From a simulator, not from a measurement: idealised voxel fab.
Module name: voxel self aligned vias (process module)
Section cut is 225 nm wide and gridded with 5 nm square cells.
Square cells in a grid make up a cross-section in this document, and the grid is given as bands, listed from the top down, each one or more rows of cells.
Within each band entry, the heights of the top and of the bottom of the band appear first, in that order and in nm; the materials of the band then follow from left to right, each with its corresponding width in nm. The designation "edge to edge" on a single material indicates that it fills the band from edge to edge; the designation "air" indicates empty space.
Heights are expressed relative to 0, this being the level below which the as-received wafer comprises one material exclusively. The lowest band is unbounded in the downward direction and is denoted as in "z 0 and below".
The notation "30->40" denotes a width that varies across the rows of cells in the band, beginning at the first number in the top row, finishing at the second number in the bottom row, and changing by an identical amount from each row to the next.
Where the words "no alteration" appear for a step, the cross-section shows no cell changed by that step; every cell remained as before.
Listed in "closed voids": every empty space of 8 or more cells without an open way to the top. Form: width x height at distance, the distance being from the left edge, all in nm.
Heads up: the bit after the settings on a step's line is the simulator's remark on that step.
overlay nm: mask right of planned place by this much (step with mask). Neg. = left.

# The planned process steps are enumerated hereunder
1) RECEIVE | material Si
2) CONFORMAL_DEP | material SiO2 | thk nm 15
3) CONFORMAL_DEP | material SiCN | thk nm 5
4) DIRECTIONAL_DEP | material SiO2 | thk nm 25
5) DIRECTIONAL_DEP | material aC | thk nm 10
6) PATTERN | tone open | mask id LINES | material resist | width nm 30 | pitch nm 55 | thk nm 25 | overlay nm 0
7) DIRECTIONAL_ETCH | etch materials aC | depth nm 10
8) STRIP | etch materials resist
9) DIRECTIONAL_ETCH | etch materials SiO2 | depth nm 25
10) STRIP | etch materials aC
11) CONFORMAL_DEP | material TiN | thk nm 5
12) FILL_DEP | material Ru | thk nm 10
13) CMP | height nm 45
14) SELECTIVE_ETCH | etch materials W Ru TiN | depth nm 10
15) FILL_DEP | material SiN | thk nm 10
16) CMP | height nm 45
17) DIRECTIONAL_DEP | material SiO2 | thk nm 15
18) DIRECTIONAL_DEP | material aC | thk nm 15
19) PATTERN | tone open | mask id VIAS | material resist | width nm 40 | thk nm 35 | overlay nm -15
20) DIRECTIONAL_ETCH | etch materials aC | depth nm 15
21) STRIP | etch materials resist
22) DIRECTIONAL_ETCH | etch materials SiO2 | depth nm 15
23) DIRECTIONAL_ETCH | etch materials SiN | depth nm 10
24) STRIP | etch materials aC
25) CONFORMAL_DEP | material TiN | thk nm 5
26) FILL_DEP | material Ru | thk nm 10
27) CMP | height nm 60
28) CONFORMAL_DEP | material SiN | thk nm 5
Wafer-to-wafer difference: overlay nm, step 19. Common start. Plan = first wafer's value.

# This is how the first of several wafers looked in cross-section when it arrived, which is after step 1
  z 0 and below: Si edge to edge
  closed voids: none

# End-of-module cross-section, first of several wafers, after last step 28
  z 65 to 60: SiN edge to edge
  z 60 to 50: SiO2: 50; TiN: 5; Ru: 30; TiN: 5; SiO2: 135
  z 50 to 45: SiO2: 50; TiN: 25; Ru: 10; TiN: 5; SiO2: 135
  z 45 to 40: SiO2: 70; TiN: 5; Ru: 10; TiN: 5; SiN: 10; SiO2: 25; SiN: 30; SiO2: 70
  z 40 to 35: SiO2: 70; TiN: 20; SiN: 10; SiO2: 25; SiN: 30; SiO2: 70
  z 35 to 25: SiO2: 70; TiN: 5; Ru: 20; TiN: 5; SiO2: 25; TiN: 5; Ru: 20; TiN: 5; SiO2: 70
  z 25 to 20: SiO2: 70; TiN: 30; SiO2: 25; TiN: 30; SiO2: 70
  z 20 to 15: SiCN edge to edge
  z 15 to 0: SiO2 edge to edge
  z 0 and below: Si edge to edge
  closed voids: none

# Module end, final wafer: cross-section
  z 65 to 60: SiN edge to edge
  z 60 to 50: SiO2: 80; TiN: 5; Ru: 30; TiN: 5; SiO2: 105
  z 50 to 45: SiO2: 80; TiN: 5; Ru: 10; TiN: 25; SiO2: 105
  z 45 to 40: SiO2: 70; SiN: 10; TiN: 5; Ru: 10; TiN: 5; SiO2: 25; SiN: 30; SiO2: 70
  z 40 to 35: SiO2: 70; SiN: 10; TiN: 20; SiO2: 25; SiN: 30; SiO2: 70
  z 35 to 25: SiO2: 70; TiN: 5; Ru: 20; TiN: 5; SiO2: 25; TiN: 5; Ru: 20; TiN: 5; SiO2: 70
  z 25 to 20: SiO2: 70; TiN: 30; SiO2: 25; TiN: 30; SiO2: 70
  z 20 to 15: SiCN edge to edge
  z 15 to 0: SiO2 edge to edge
  z 0 and below: Si edge to edge
  closed voids: none

# Rows = wafers. At module end, each row lists per material the cells gained (+) or lost (-) since the wafer was received, then the closed voids
overlay nm -15, +32 Ru, +45 SiCN, +61 SiN, +411 SiO2, +36 TiN, closed voids: none
overlay nm -10, +34 Ru, +45 SiCN, +59 SiN, +411 SiO2, +36 TiN, closed voids: none
overlay nm -5, +36 Ru, +45 SiCN, +57 SiN, +411 SiO2, +36 TiN, closed voids: none
overlay nm 0, +36 Ru, +45 SiCN, +57 SiN, +411 SiO2, +36 TiN, closed voids: none
overlay nm 5, +36 Ru, +45 SiCN, +57 SiN, +411 SiO2, +36 TiN, closed voids: none
overlay nm 10, +34 Ru, +45 SiCN, +59 SiN, +411 SiO2, +36 TiN, closed voids: none
overlay nm 15, +32 Ru, +45 SiCN, +61 SiN, +411 SiO2, +36 TiN, closed voids: none
